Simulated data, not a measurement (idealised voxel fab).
This is a process module. Its name is voxel released beams.
Displayed cross-section: cut, width of 220 nm, square cells sized 5 nm.
Square cells in a grid make up a cross-section in this document, and the grid is given as bands, listed from the top down, each one or more rows of cells. Each band's line starts with the height of the band's top and of its bottom, in nm. Then come its materials from left to right, each with its width in nm. One material with "full width" fills the band from edge to edge. "air" is empty space. Convention: height 0 is the level below which the wafer, as received, is all one material. The lowest band does not terminate at the bottom but continues downward, represented as "0 down". You'd read "30 to 40" like this: the band's top row of cells is as wide as the first number, its bottom row is as wide as the second, and going down, every row changes width by the same amount as the row before did. No cell of the cross-section changed in a step that is given as "identical to before". Trapped voids: empty space of 8 cells or more with no open way to the top, each as width x height at its distance from the left edge, in nm. Where a step's line continues beyond its settings, the continuation is a remark by the simulator itself on that step. You can add "overlay nm" to a step's line. For a step with a mask, it describes how far the mask lay to the right of its planned position, and a negative number describes a lay to the left.
**The process steps that were planned are listed below**
1. op RECEIVE | material Si
2. op CONFORMAL_DEP | material SiN | thk nm 5
3. op DIRECTIONAL_DEP | material SiO2 | thk nm 20
4. op PATTERN | tone open | mask id ANCHOR | material resist | width nm 45 | thk nm 20 | overlay nm 0
5. op DIRECTIONAL_ETCH | etch materials SiO2 | depth nm 20
6. op STRIP | etch materials resist
7. op CONFORMAL_DEP | material W | thk nm 15
8. op PATTERN | tone cover | mask id BEAM | material resist | width nm 95 | thk nm 20 | overlay nm 0
9. op DIRECTIONAL_ETCH | etch materials W | depth nm 15
10. op STRIP | etch materials resist
11. op STRIP | etch materials SiO2
**first wafer, as planned**
**Step 1 complete: cross-section of the wafer as received**
    0 down | Si full width
    Trapped voids: none
**Cross-section: wafer state after step 2**
    5 to 0 | SiN full width
    Rest of section, below 0: as before.
**Cross-section: wafer state after step 3**
    25 to 5 | SiO2 full width
    Rest of section, below 5: as before.
**Cross-section: wafer state after step 4**
    45 to 25 | resist 65 nm, air 45 nm, resist 110 nm
    Rest of section, below 25: as before.
**Cross-section: wafer state after step 5**
    45 to 25 | resist 65 nm, air 45 nm, resist 110 nm
    25 to 5 | SiO2 65 nm, air 45 nm, SiO2 110 nm
    Rest of section, below 5: as before.
**Cross-section: wafer state after step 6**
    25 to 5 | SiO2 65 nm, air 45 nm, SiO2 110 nm
    Rest of section, below 5: as before.
**Cross-section: wafer state after step 7**
    40 to 25 | W 80 nm, air 15 nm, W 125 nm
    25 to 20 | SiO2 65 nm, W 15 nm, air 15 nm, W 15 nm, SiO2 110 nm
    20 to 5 | SiO2 65 nm, W 45 nm, SiO2 110 nm
    Rest of section, below 5: as before.
**Cross-section: wafer state after step 8**
    60 to 40 | air 60 nm, resist 95 nm, air 65 nm
    40 to 25 | W 80 nm, resist 15 nm, W 125 nm
    25 to 20 | SiO2 65 nm, W 15 nm, resist 15 nm, W 15 nm, SiO2 110 nm
    Rest of section, below 20: as before.
**Cross-section: wafer state after step 9**
    60 to 40 | air 60 nm, resist 95 nm, air 65 nm
    40 to 25 | air 60 nm, W 20 nm, resist 15 nm, W 60 nm, air 65 nm
    Rest of section, below 25: as before.
**Cross-section: wafer state after step 10**
    40 to 25 | air 60 nm, W 20 nm, air 15 nm, W 60 nm, air 65 nm
    25 to 20 | SiO2 65 nm, W 15 nm, air 15 nm, W 15 nm, SiO2 110 nm
    Rest of section, below 20: as before.
**Cross-section: wafer state after step 11**
    40 to 25 | air 60 nm, W 20 nm, air 15 nm, W 60 nm, air 65 nm
    25 to 20 | air 65 nm, W 15 nm, air 15 nm, W 15 nm, air 110 nm
    20 to 5 | air 65 nm, W 45 nm, air 110 nm
    Rest of section, below 5: as before.
**Second of two: same start, same plan, one run error; steps up to and including 1 match the first**
**Planned end of step 2: second wafer, cross-section**
    20 to 0 | SiO2 full width
    Rest of section, below 0: as before.
**Planned end of step 3: second wafer, cross-section**
    25 to 20 | SiN full width
    Rest of section, below 20: as before.
**Planned end of step 4: second wafer, cross-section**
    45 to 25 | resist 65 nm, air 45 nm, resist 110 nm
    Rest of section, below 25: as before.
Planned end of step 5: second wafer, cross-section: identical to before
**Planned end of step 6: second wafer, cross-section**
    25 to 20 | SiN full width
    Rest of section, below 20: as before.
**Planned end of step 7: second wafer, cross-section**
    40 to 25 | W full width
    Rest of section, below 25: as before.
**Planned end of step 8: second wafer, cross-section**
    60 to 40 | air 60 nm, resist 95 nm, air 65 nm
    Rest of section, below 40: as before.
**Planned end of step 9: second wafer, cross-section**
    60 to 40 | air 60 nm, resist 95 nm, air 65 nm
    40 to 25 | air 60 nm, W 95 nm, air 65 nm
    Rest of section, below 25: as before.
**Planned end of step 10: second wafer, cross-section**
    40 to 25 | air 60 nm, W 95 nm, air 65 nm
    Rest of section, below 25: as before.
Planned end of step 11: second wafer, cross-section: identical to before
In executing the process, a mistake was made relative to the plan: ran 2 and 3 in swapped order versus the plan
Final wafer comparison in cells, second versus first, more or fewer per material: 176 more of SiO2; 24 fewer of W
